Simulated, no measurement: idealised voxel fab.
You're looking at the process module voxel gate over fins.
Cross-section cut: width 150 nm, square cells of 5 nm.
We lay out every cross-section as a grid of square cells and spell it out in bands from the top down, where one band means one or more rows of cells. In this notation a band is specified by the heights of its top and bottom, in that order and in nm, after which its materials appear from left to right, each paired with its width in nm. The word "all across" attached to a single material means that material fills the band from edge to edge; the word "blank" stands for empty space. The reference from which all heights are counted is 0, the level beneath which the as-received wafer is entirely one material; the lowest band, having no lower bound, proceeds downward and is written after the example "0 -> down". Top row gets the first number, bottom row gets the second, and each row in between changes by the same step: that is how a band width like "30->40" works. Step note "no change" = no cross-section cell changed. "Unvented voids" enumerates empty spaces isolated from the top, with no open way to it, that contain at least 8 cells, giving each as width x height at distance from the left edge, all three in nm. Anything after a step's settings on that line? It's the simulator's own note about the step. overlay nm: on a step with a mask, how far right of its planned place the mask lay; negative means left.

Here's what the planned process steps look like:
1. RECEIVE | material Si
2. CONFORMAL_DEP | material SiN | thk nm 5
3. MASKED_ETCH | tone cover | mask id FINS | width nm 15 | pitch nm 45 | etch materials SiN | depth nm 5 | overlay nm 0
4. MASKED_ETCH | tone cover | mask id FINS | width nm 15 | pitch nm 45 | etch materials Si | depth nm 30 | overlay nm 0
5. OXIDIZE | depth nm 5
6. FILL_DEP | material SiO2 | thk nm 10
7. CMP | height nm 5
8. SELECTIVE_ETCH | etch materials SiO2 | depth nm 15
9. STRIP | etch materials SiN
10. CONFORMAL_DEP | material HfO2 | thk nm 5
11. CONFORMAL_DEP | material TiN | thk nm 5
12. FILL_DEP | material W | thk nm 15
13. CMP | height nm 20
14. CONFORMAL_DEP | material SiCN | thk nm 10

Run as planned: first of two wafers:

Wafer as received: cross-section following step 1:
  0 -> down: Si all across
  Unvented voids: none

Sectional view: wafer, after step 2:
  5 -> 0: SiN all across
  Everything below 0 is unchanged.

Sectional view: wafer, after step 3:
  5 -> 0: 45 nm blank, then 15 nm SiN, then 30 nm blank, then 15 nm SiN, then 45 nm blank
  Everything below 0 is unchanged.

Sectional view: wafer, after step 4:
  5 -> 0: 45 nm blank, then 15 nm SiN, then 30 nm blank, then 15 nm SiN, then 45 nm blank
  0 -> -30: 45 nm blank, then 15 nm Si, then 30 nm blank, then 15 nm Si, then 45 nm blank
  Everything below -30 is unchanged.

Sectional view: wafer, after step 5:
  5 -> 0: 45 nm blank, then 15 nm SiN, then 30 nm blank, then 15 nm SiN, then 45 nm blank
  0 -> -30: 45 nm blank, then 5 nm SiO2, then 5 nm Si, then 5 nm SiO2, then 30 nm blank, then 5 nm SiO2, then 5 nm Si, then 5 nm SiO2, then 45 nm blank
  -30 -> -35: 50 nm SiO2, then 5 nm Si, then 40 nm SiO2, then 5 nm Si, then 50 nm SiO2
  Everything below -35 is unchanged.

Sectional view: wafer, after step 6:
  15 -> 5: SiO2 all across
  5 -> 0: 45 nm SiO2, then 15 nm SiN, then 30 nm SiO2, then 15 nm SiN, then 45 nm SiO2
  0 -> -35: 50 nm SiO2, then 5 nm Si, then 40 nm SiO2, then 5 nm Si, then 50 nm SiO2
  Everything below -35 is unchanged.

Sectional view: wafer, after step 7:
  5 -> 0: 45 nm SiO2, then 15 nm SiN, then 30 nm SiO2, then 15 nm SiN, then 45 nm SiO2
  Everything below 0 is unchanged.

Sectional view: wafer, after step 8:
  5 -> 0: 45 nm blank, then 15 nm SiN, then 30 nm blank, then 15 nm SiN, then 45 nm blank
  0 -> -10: 50 nm blank, then 5 nm Si, then 40 nm blank, then 5 nm Si, then 50 nm blank
  Everything below -10 is unchanged.

Sectional view: wafer, after step 9:
  0 -> -10: 50 nm blank, then 5 nm Si, then 40 nm blank, then 5 nm Si, then 50 nm blank
  Everything below -10 is unchanged.

Sectional view: wafer, after step 10:
  5 -> 0: 45 nm blank, then 15 nm HfO2, then 30 nm blank, then 15 nm HfO2, then 45 nm blank
  0 -> -5: 45 nm blank, then 5 nm HfO2, then 5 nm Si, then 5 nm HfO2, then 30 nm blank, then 5 nm HfO2, then 5 nm Si, then 5 nm HfO2, then 45 nm blank
  -5 -> -10: 50 nm HfO2, then 5 nm Si, then 40 nm HfO2, then 5 nm Si, then 50 nm HfO2
  Everything below -10 is unchanged.

Sectional view: wafer, after step 11:
  10 -> 5: 40 nm blank, then 25 nm TiN, then 20 nm blank, then 25 nm TiN, then 40 nm blank
  5 -> 0: 40 nm blank, then 5 nm TiN, then 15 nm HfO2, then 5 nm TiN, then 20 nm blank, then 5 nm TiN, then 15 nm HfO2, then 5 nm TiN, then 40 nm blank
  0 -> -5: 45 nm TiN, then 5 nm HfO2, then 5 nm Si, then 5 nm HfO2, then 30 nm TiN, then 5 nm HfO2, then 5 nm Si, then 5 nm HfO2, then 45 nm TiN
  Everything below -5 is unchanged.

Sectional view: wafer, after step 12:
  25 -> 10: W all across
  10 -> 5: 40 nm W, then 25 nm TiN, then 20 nm W, then 25 nm TiN, then 40 nm W
  5 -> 0: 40 nm W, then 5 nm TiN, then 15 nm HfO2, then 5 nm TiN, then 20 nm W, then 5 nm TiN, then 15 nm HfO2, then 5 nm TiN, then 40 nm W
  Everything below 0 is unchanged.

Sectional view: wafer, after step 13:
  20 -> 10: W all across
  Everything below 10 is unchanged.

Sectional view: wafer, after step 14:
  30 -> 20: SiCN all across
  Everything below 20 is unchanged.

What follows concerns the second wafer, which started out like the first and was meant to follow the very same plan; one mistake crept in when it was run, but everything up to and including step 9 is the same as for the first wafer:

What the second wafer looks like in cross-section when step 10 should have wrapped up:
  5 -> 0: 45 nm blank, then 15 nm TiN, then 30 nm blank, then 15 nm TiN, then 45 nm blank
  0 -> -5: 45 nm blank, then 5 nm TiN, then 5 nm Si, then 5 nm TiN, then 30 nm blank, then 5 nm TiN, then 5 nm Si, then 5 nm TiN, then 45 nm blank
  -5 -> -10: 50 nm TiN, then 5 nm Si, then 40 nm TiN, then 5 nm Si, then 50 nm TiN
  Everything below -10 is unchanged.

What the second wafer looks like in cross-section when step 11 should have wrapped up:
  10 -> 5: 40 nm blank, then 25 nm HfO2, then 20 nm blank, then 25 nm HfO2, then 40 nm blank
  5 -> 0: 40 nm blank, then 5 nm HfO2, then 15 nm TiN, then 5 nm HfO2, then 20 nm blank, then 5 nm HfO2, then 15 nm TiN, then 5 nm HfO2, then 40 nm blank
  0 -> -5: 45 nm HfO2, then 5 nm TiN, then 5 nm Si, then 5 nm TiN, then 30 nm HfO2, then 5 nm TiN, then 5 nm Si, then 5 nm TiN, then 45 nm HfO2
  Everything below -5 is unchanged.

What the second wafer looks like in cross-section when step 12 should have wrapped up:
  25 -> 10: W all across
  10 -> 5: 40 nm W, then 25 nm HfO2, then 20 nm W, then 25 nm HfO2, then 40 nm W
  5 -> 0: 40 nm W, then 5 nm HfO2, then 15 nm TiN, then 5 nm HfO2, then 20 nm W, then 5 nm HfO2, then 15 nm TiN, then 5 nm HfO2, then 40 nm W
  Everything below 0 is unchanged.

What the second wafer looks like in cross-section when step 13 should have wrapped up:
  20 -> 10: W all across
  Everything below 10 is unchanged.

What the second wafer looks like in cross-section when step 14 should have wrapped up:
  30 -> 20: SiCN all across
  Everything below 20 is unchanged.
In executing the process, a mistake was made relative to the plan: it was found that steps 10 and 11 of the process plan had been performed in exchanged positions
Tallied in cells, the final second wafer holds each material in the same quantity as the first, although not at the same places.
